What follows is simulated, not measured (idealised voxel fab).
Name of the process module below: voxel self aligned vias
It is cross-section cut that appears here, measuring 220 nm in width, its square cells being 5 nm in size.
Format of a cross-section: grid, square cells. Given as bands. Order: top down. Band: one or more rows of cells. The entry gives the band's vertical extent as a top height and a bottom height in nm, then its horizontal make-up as materials from left to right, each with a width in nm. "blank" stands for empty space; a single material marked "all across" fills the band edge to edge. Basically, 0 is our baseline, since under it the wafer straight out of the box is all one material. The bottom band has no lower end and keeps on going down, so it looks like "top 0, no bottom". Graded width ("30..40"): value in top row of band = first number; value in bottom row = second number; row-to-row change constant. "nothing altered" -> step changed no cross-section cell. This entry, "Fully enclosed voids", enumerates those empty regions of no fewer than 8 cells that possess no open connection to the top. Each region is reported in the form width x height at distance, the distance being taken from the left edge, with all three quantities expressed in nm. It should be noted that, on the line of a given step, the content following the step's settings is a remark produced by the simulator itself with respect to that step. The line of a step may include "overlay nm". On a step with a mask, this value is how far to the right of its planned place the mask lay. A negative value means the mask lay to the left.

**So here's the lineup of process steps we planned**
1: RECEIVE (material Si)
2: CONFORMAL_DEP (material SiO2; thk nm 10)
3: CONFORMAL_DEP (material SiCN; thk nm 5)
4: DIRECTIONAL_DEP (material lowk; thk nm 25)
5: MASKED_ETCH (tone open; mask id LINES; width nm 20; pitch nm 60; etch materials lowk; depth nm 25; overlay nm 0)
6: CONFORMAL_DEP (material TiN; thk nm 5)
7: FILL_DEP (material W; thk nm 5)
8: CMP (height nm 40)
9: SELECTIVE_ETCH (etch materials W Ru TiN; depth nm 5)
10: FILL_DEP (material SiN; thk nm 10)
11: CMP (height nm 40)
12: DIRECTIONAL_DEP (material lowk; thk nm 20)
13: MASKED_ETCH (tone open; mask id VIAS; width nm 30; pitch nm 60; etch materials lowk; depth nm 20; overlay nm 0)
14: MASKED_ETCH (tone open; mask id VIAS; width nm 40; pitch nm 60; etch materials SiN; depth nm 5; overlay nm 0)
15: CONFORMAL_DEP (material TiN; thk nm 5)
16: FILL_DEP (material W; thk nm 5)
17: CMP (height nm 60)
18: CONFORMAL_DEP (material SiN; thk nm 5)
For this document, wafers share an identical start and vary in the step 13 width nm; the plan quotes the first wafer's value.

**As-received cross-section, first of several wafers, post step 1**
    top 0, no bottom = Si all across
    Fully enclosed voids: none

**Depicted here is the first of several wafers in cross-section, at module completion following the last step, step 18**
    top 65, bottom 60 = SiN all across
    top 60, bottom 45 = lowk 65 nm, then TiN 5 nm, then W 20 nm, then TiN 5 nm, then lowk 30 nm, then TiN 5 nm, then W 20 nm, then TiN 5 nm, then lowk 65 nm
    top 45, bottom 40 = lowk 65 nm, then TiN 10 nm, then W 10 nm, then TiN 10 nm, then lowk 30 nm, then TiN 10 nm, then W 10 nm, then TiN 10 nm, then lowk 65 nm
    top 40, bottom 35 = lowk 70 nm, then TiN 20 nm, then lowk 40 nm, then TiN 20 nm, then lowk 70 nm
    top 35, bottom 20 = lowk 70 nm, then TiN 5 nm, then W 10 nm, then TiN 5 nm, then lowk 40 nm, then TiN 5 nm, then W 10 nm, then TiN 5 nm, then lowk 70 nm
    top 20, bottom 15 = lowk 70 nm, then TiN 20 nm, then lowk 40 nm, then TiN 20 nm, then lowk 70 nm
    top 15, bottom 10 = SiCN all across
    top 10, bottom 0 = SiO2 all across
    top 0, no bottom = Si all across
    Fully enclosed voids: none

**Wafer cross-section (last wafer, module end)**
    top 65, bottom 60 = SiN all across
    top 60, bottom 45 = lowk 60 nm, then TiN 5 nm, then W 35 nm, then TiN 5 nm, then lowk 15 nm, then TiN 5 nm, then W 35 nm, then TiN 5 nm, then lowk 55 nm
    top 45, bottom 40 = lowk 60 nm, then TiN 15 nm, then W 10 nm, then TiN 20 nm, then lowk 15 nm, then TiN 15 nm, then W 10 nm, then TiN 20 nm, then lowk 55 nm
    top 40, bottom 35 = lowk 70 nm, then TiN 20 nm, then lowk 40 nm, then TiN 20 nm, then lowk 70 nm
    top 35, bottom 20 = lowk 70 nm, then TiN 5 nm, then W 10 nm, then TiN 5 nm, then lowk 40 nm, then TiN 5 nm, then W 10 nm, then TiN 5 nm, then lowk 70 nm
    top 20, bottom 15 = lowk 70 nm, then TiN 20 nm, then lowk 40 nm, then TiN 20 nm, then lowk 70 nm
    top 15, bottom 10 = SiCN all across
    top 10, bottom 0 = SiO2 all across
    top 0, no bottom = Si all across
    Fully enclosed voids: none

**Per wafer (row), end of module: delta in cells per material since receipt, (+) for gained, (-) for lost; closed voids after that**
width nm 30 | +44 SiCN | +44 SiN | +88 SiO2 | +48 TiN | +40 W | +308 lowk | Fully enclosed voids: none
width nm 35 | +44 SiCN | +44 SiN | +88 SiO2 | +50 TiN | +46 W | +300 lowk | Fully enclosed voids: none
width nm 40 | +44 SiCN | +44 SiN | +88 SiO2 | +52 TiN | +52 W | +292 lowk | Fully enclosed voids: none
width nm 45 | +44 SiCN | +44 SiN | +88 SiO2 | +54 TiN | +58 W | +284 lowk | Fully enclosed voids: none
